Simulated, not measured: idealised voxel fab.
process module | voxel released beams
cross-section cut | 160 nm wide | cells 5 nm
A cross-section is a grid of square cells, given in bands from the top down. A band is one or more rows of cells.
Each band's line starts with the height of the band's top and of its bottom, in nm. Then come its materials from left to right, each with its width in nm. One material with "throughout" fills the band from edge to edge. "air" is empty space.
Height 0 is the level under which the wafer as received is all one material. The lowest band goes on downwards, as in "0 down".
A width such as "30 to 40" changes by the same amount from each row of cells to the next, from the band's top row to its bottom row.
"no change" after a step means that no cell of the cross-section changed.
closed voids: empty space of 8 cells or more with no open way to the top, each as width x height at its distance from the left edge, in nm
after a step's settings: what the simulator itself notes on the step
overlay nm, on a step with a mask: how far to the right of its planned place the mask lay; to the left if negative
plan
1 op RECEIVE | material Si
2 op CONFORMAL_DEP | material Al2O3 | thk nm 10
3 op DIRECTIONAL_DEP | material SiO2 | thk nm 20
4 op DIRECTIONAL_DEP | material aC | thk nm 15
5 op PATTERN | tone open | mask id ANCHOR | material resist | width nm 25 | thk nm 30 | overlay nm 0
6 op DIRECTIONAL_ETCH | etch materials aC | depth nm 15
7 op STRIP | etch materials resist
8 op DIRECTIONAL_ETCH | etch materials SiO2 | depth nm 20
9 op STRIP | etch materials aC
10 op CONFORMAL_DEP | material W | thk nm 10
11 op PATTERN | tone cover | mask id BEAM | material resist | width nm 80 | thk nm 20 | overlay nm 0
12 op DIRECTIONAL_ETCH | etch materials W | depth nm 10
13 op STRIP | etch materials resist
14 op STRIP | etch materials SiO2
as received, after step 1
  0 down: Si throughout
  closed voids: none
a wafer at the end: this start, this plan, one mistake
  30 to 20: air 35 | W 15 | air 5 | W 60 | air 45
  20 to 10: air 40 | W 10 | air 5 | W 10 | air 95
  10 to 0: air 40 | W 25 | air 95
  0 down: Si throughout
  closed voids: none
what went wrong: step 2 was left out
